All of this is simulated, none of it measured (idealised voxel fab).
Presented below is a process module, voxel air gaps.
Pictured: cross-section cut, 300 nm wide, on a grid of 5 nm square cells.
Cross-section = grid of square cells, listed top down in bands; band = one or more rows.
Quick guide to a band line: top height, bottom height (nm) up front; then every material left to right with its width in nm. Only one material and it's marked "all across"? Then it fills the band edge to edge. And "blank" just means empty space.
Where do heights start? At 0: under that level the wafer as delivered is made of one material only. And the lowest band has no floor; it just carries on downward, as in "0 and below".
Width spec "30..40" -> top row of cells at first value, bottom row at second value, equal per-row change in between.
Reading "remained unchanged" for a step: not a cell of the cross-section changed in it.
The list in "Voids, sealed" covers empty spaces of 8 cells or more that cannot reach the top through any open way, and it gives each as width x height at distance; the distance is from the left edge, and width, height and distance are in nm.
Where a step's line continues beyond its settings, the continuation is a remark by the simulator itself on that step.
If you see "overlay nm" on a step's line and that step has a mask, it's telling you how far right of where it was planned the mask ended up; a negative number means it went left instead.

### The process steps that were planned are listed below
step 1: RECEIVE with material Si
step 2: CONFORMAL_DEP with material SiO2, thk nm 15
step 3: CONFORMAL_DEP with material SiN, thk nm 5
step 4: DIRECTIONAL_DEP with material lowk, thk nm 35
step 5: PATTERN with tone open, mask id LINES, material resist, width nm 15, pitch nm 40, thk nm 15, overlay nm -15
step 6: DIRECTIONAL_ETCH with etch materials lowk, depth nm 35
step 7: STRIP with etch materials resist
step 8: CONFORMAL_DEP with material TiN, thk nm 5
step 9: FILL_DEP with material Ru, thk nm 5
step 10: CMP with height nm 55
step 11: EPI with material Ru, thk nm 10
step 12: SELECTIVE_ETCH with etch materials lowk, depth nm 45
step 13: CONFORMAL_DEP with material SiCN, thk nm 5
For clarity, it should be stated that the wafers under discussion commence in an identical condition and differ with respect to the overlay nm of step 5, the plan indicating the value that the first wafer had.

### Cross-section: the first of several wafers in its as-received state, i.e. following step 1
	0 and below  Si all across
	Voids, sealed: none

### End-of-module cross-section, first of several wafers, after last step 13
	70 down to 65  blank 50, SiCN 165, blank 85
	65 down to 55  blank 50, SiCN 5, Ru 35, SiCN 5, Ru 35, SiCN 5, Ru 35, SiCN 5, Ru 35, SiCN 5, blank 85
	55 down to 50  blank 50, SiCN 15, TiN 5, Ru 5, TiN 5, SiCN 25, TiN 5, Ru 5, TiN 5, SiCN 25, TiN 5, Ru 5, TiN 5, SiCN 25, TiN 5, Ru 5, TiN 5, SiCN 15, blank 85
	50 down to 25  blank 60, SiCN 5, TiN 5, Ru 5, TiN 5, SiCN 5, blank 15, SiCN 5, TiN 5, Ru 5, TiN 5, SiCN 5, blank 15, SiCN 5, TiN 5, Ru 5, TiN 5, SiCN 5, blank 15, SiCN 5, TiN 5, Ru 5, TiN 5, SiCN 5, blank 95
	25 down to 20  SiCN 65, TiN 15, SiCN 25, TiN 15, SiCN 25, TiN 15, SiCN 25, TiN 15, SiCN 100
	20 down to 15  SiN all across
	15 down to 0  SiO2 all across
	0 and below  Si all across
	Voids, sealed: 15 x 25 at 85; 15 x 25 at 125; 15 x 25 at 165

### A cross-section through the last wafer at the close of the module
	70 down to 65  blank 80, SiCN 165, blank 55
	65 down to 55  blank 80, SiCN 5, Ru 35, SiCN 5, Ru 35, SiCN 5, Ru 35, SiCN 5, Ru 35, SiCN 5, blank 55
	55 down to 50  blank 80, SiCN 15, TiN 5, Ru 5, TiN 5, SiCN 25, TiN 5, Ru 5, TiN 5, SiCN 25, TiN 5, Ru 5, TiN 5, SiCN 25, TiN 5, Ru 5, TiN 5, SiCN 15, blank 55
	50 down to 25  blank 90, SiCN 5, TiN 5, Ru 5, TiN 5, SiCN 5, blank 15, SiCN 5, TiN 5, Ru 5, TiN 5, SiCN 5, blank 15, SiCN 5, TiN 5, Ru 5, TiN 5, SiCN 5, blank 15, SiCN 5, TiN 5, Ru 5, TiN 5, SiCN 5, blank 65
	25 down to 20  SiCN 95, TiN 15, SiCN 25, TiN 15, SiCN 25, TiN 15, SiCN 25, TiN 15, SiCN 70
	20 down to 15  SiN all across
	15 down to 0  SiO2 all across
	0 and below  Si all across
	Voids, sealed: 15 x 25 at 115; 15 x 25 at 155; 15 x 25 at 195

### Where each wafer stands at the end of the module, a row apiece: cells of each material gained (+) or lost (-) since it was received, then closed voids
overlay nm -15; +80 Ru; +152 SiCN; +60 SiN; +180 SiO2; +60 TiN; Voids, sealed: 15 x 25 at 85; 15 x 25 at 125; 15 x 25 at 165
overlay nm -10; +80 Ru; +152 SiCN; +60 SiN; +180 SiO2; +60 TiN; Voids, sealed: 15 x 25 at 90; 15 x 25 at 130; 15 x 25 at 170
overlay nm -5; +80 Ru; +152 SiCN; +60 SiN; +180 SiO2; +60 TiN; Voids, sealed: 15 x 25 at 95; 15 x 25 at 135; 15 x 25 at 175
overlay nm 0; +80 Ru; +152 SiCN; +60 SiN; +180 SiO2; +60 TiN; Voids, sealed: 15 x 25 at 100; 15 x 25 at 140; 15 x 25 at 180
overlay nm 5; +80 Ru; +152 SiCN; +60 SiN; +180 SiO2; +60 TiN; Voids, sealed: 15 x 25 at 105; 15 x 25 at 145; 15 x 25 at 185
overlay nm 10; +80 Ru; +152 SiCN; +60 SiN; +180 SiO2; +60 TiN; Voids, sealed: 15 x 25 at 110; 15 x 25 at 150; 15 x 25 at 190
overlay nm 15; +80 Ru; +152 SiCN; +60 SiN; +180 SiO2; +60 TiN; Voids, sealed: 15 x 25 at 115; 15 x 25 at 155; 15 x 25 at 195
